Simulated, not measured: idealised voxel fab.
process module | voxel double patterning
cross-section cut | 300 nm wide | cells 5 nm
A cross-section is a grid of square cells, given in bands from the top down. A band is one or more rows of cells.
Each band's line starts with the height of the band's top and of its bottom, in nm. Then come its materials from left to right, each with its width in nm. One material with "throughout" fills the band from edge to edge. "air" is empty space.
Height 0 is the level under which the wafer as received is all one material. The lowest band goes on downwards, as in "0 down".
A width such as "30 to 40" changes by the same amount from each row of cells to the next, from the band's top row to its bottom row.
"no change" after a step means that no cell of the cross-section changed.
closed voids: empty space of 8 cells or more with no open way to the top, each as width x height at its distance from the left edge, in nm
after a step's settings: what the simulator itself notes on the step
overlay nm, on a step with a mask: how far to the right of its planned place the mask lay; to the left if negative
plan
1 op RECEIVE | material Si
2 op CONFORMAL_DEP | material SiN | thk nm 5
3 op DIRECTIONAL_DEP | material SiO2 | thk nm 20
4 op DIRECTIONAL_DEP | material SiCN | thk nm 10
5 op DIRECTIONAL_DEP | material aC | thk nm 10
6 op PATTERN | tone open | mask id FIRST | material resist | width nm 15 | pitch nm 50 | thk nm 25 | overlay nm 0
7 op DIRECTIONAL_ETCH | etch materials aC | depth nm 10
8 op STRIP | etch materials resist
9 op DIRECTIONAL_ETCH | etch materials SiCN | depth nm 10
10 op STRIP | etch materials aC
11 op DIRECTIONAL_DEP | material aC | thk nm 10
12 op PATTERN | tone open | mask id SECOND | material resist | width nm 15 | pitch nm 50 | thk nm 30 | overlay nm 0
13 op DIRECTIONAL_ETCH | etch materials aC | depth nm 10
14 op STRIP | etch materials resist
15 op DIRECTIONAL_ETCH | etch materials SiCN | depth nm 10
16 op STRIP | etch materials aC
17 op DIRECTIONAL_ETCH | etch materials SiO2 | depth nm 20
18 op STRIP | etch materials SiCN
as received, after step 1
  0 down: Si throughout
  closed voids: none
a wafer at the end: this start, this plan, one mistake
  25 to 20: SiN throughout
  20 to 0: SiO2 throughout
  0 down: Si throughout
  closed voids: none
what went wrong: steps 2 and 3 were swapped
